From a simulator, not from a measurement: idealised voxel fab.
process module | voxel self aligned vias
cross-section cut | 255 nm wide | cells 5 nm
A cross-section is a grid of square cells, given in bands from the top down. A band is one or more rows of cells.
Each band's line starts with the height of the band's top and of its bottom, in nm. Then come its materials from left to right, each with its width in nm. One material with "throughout" fills the band from edge to edge. "air" is empty space.
Height 0 is the level under which the wafer as received is all one material. The lowest band goes on downwards, as in "0 down".
A width such as "30 to 40" changes by the same amount from each row of cells to the next, from the band's top row to its bottom row.
"no change" after a step means that no cell of the cross-section changed.
closed voids: empty space of 8 cells or more with no open way to the top, each as width x height at its distance from the left edge, in nm
after a step's settings: what the simulator itself notes on the step
overlay nm, on a step with a mask: how far to the right of its planned place the mask lay; to the left if negative
plan
1 op RECEIVE | material Si
2 op CONFORMAL_DEP | material SiO2 | thk nm 10
3 op CONFORMAL_DEP | material SiCN | thk nm 5
4 op DIRECTIONAL_DEP | material lowk | thk nm 20
5 op MASKED_ETCH | tone open | mask id LINES | width nm 20 | pitch nm 55 | etch materials lowk | depth nm 20 | overlay nm 0
6 op CONFORMAL_DEP | material TiN | thk nm 5
7 op FILL_DEP | material W | thk nm 5
8 op CMP | height nm 35
9 op SELECTIVE_ETCH | etch materials W Ru TiN | depth nm 5
10 op FILL_DEP | material SiN | thk nm 10
11 op CMP | height nm 35
12 op DIRECTIONAL_DEP | material lowk | thk nm 20
13 op PATTERN | tone open | mask id VIAS | material resist | width nm 40 | pitch nm 55 | thk nm 20 | overlay nm 0
14 op DIRECTIONAL_ETCH | etch materials lowk | depth nm 10
15 op DIRECTIONAL_ETCH | etch materials SiN | depth nm 5
16 op STRIP | etch materials resist
17 op CONFORMAL_DEP | material TiN | thk nm 5
18 op FILL_DEP | material Ru | thk nm 10
19 op CMP | height nm 55
20 op CONFORMAL_DEP | material SiCN | thk nm 5
varied across the wafers: depth nm of step 14. The plan shows the first wafer's value. All wafers start alike
first wafer as received, after step 1
  0 down: Si throughout
  closed voids: none
first wafer at the end, after step 20
  60 to 55: SiCN throughout
  55 to 50: lowk 50 | TiN 5 | Ru 30 | TiN 5 | lowk 15 | TiN 5 | Ru 30 | TiN 5 | lowk 15 | TiN 5 | Ru 30 | TiN 5 | lowk 55
  50 to 45: lowk 50 | TiN 40 | lowk 15 | TiN 40 | lowk 15 | TiN 40 | lowk 55
  45 to 35: lowk throughout
  35 to 30: lowk 60 | SiN 20 | lowk 35 | SiN 20 | lowk 35 | SiN 20 | lowk 65
  30 to 20: lowk 60 | TiN 5 | W 10 | TiN 5 | lowk 35 | TiN 5 | W 10 | TiN 5 | lowk 35 | TiN 5 | W 10 | TiN 5 | lowk 65
  20 to 15: lowk 60 | TiN 20 | lowk 35 | TiN 20 | lowk 35 | TiN 20 | lowk 65
  15 to 10: SiCN throughout
  10 to 0: SiO2 throughout
  0 down: Si throughout
  closed voids: none
last wafer at the end
  60 to 55: SiCN throughout
  55 to 35: lowk 50 | TiN 5 | Ru 30 | TiN 5 | lowk 15 | TiN 5 | Ru 30 | TiN 5 | lowk 15 | TiN 5 | Ru 30 | TiN 5 | lowk 55
  35 to 30: lowk 50 | TiN 40 | lowk 15 | TiN 40 | lowk 15 | TiN 40 | lowk 55
  30 to 20: lowk 50 | TiN 15 | W 10 | TiN 15 | lowk 15 | TiN 15 | W 10 | TiN 15 | lowk 15 | TiN 15 | W 10 | TiN 15 | lowk 55
  20 to 15: lowk 60 | TiN 20 | lowk 35 | TiN 20 | lowk 35 | TiN 20 | lowk 65
  15 to 10: SiCN throughout
  10 to 0: SiO2 throughout
  0 down: Si throughout
  closed voids: none
each wafer at the end: cells of each material gained (+) or lost (-) since it was received, then its closed voids
depth nm 10 | +18 Ru | +102 SiCN | +12 SiN | +102 SiO2 | +54 TiN | +12 W | +312 lowk | closed voids: none
depth nm 15 | +36 Ru | +102 SiCN | +12 SiN | +102 SiO2 | +60 TiN | +12 W | +288 lowk | closed voids: none
depth nm 20 | +60 Ru | +102 SiCN | +102 SiO2 | +72 TiN | +12 W | +264 lowk | closed voids: none
depth nm 25 | +72 Ru | +102 SiCN | +102 SiO2 | +72 TiN | +12 W | +252 lowk | closed voids: none
depth nm 30 | +72 Ru | +102 SiCN | +102 SiO2 | +84 TiN | +12 W | +240 lowk | closed voids: none
depth nm 35 | +72 Ru | +102 SiCN | +102 SiO2 | +96 TiN | +12 W | +228 lowk | closed voids: none
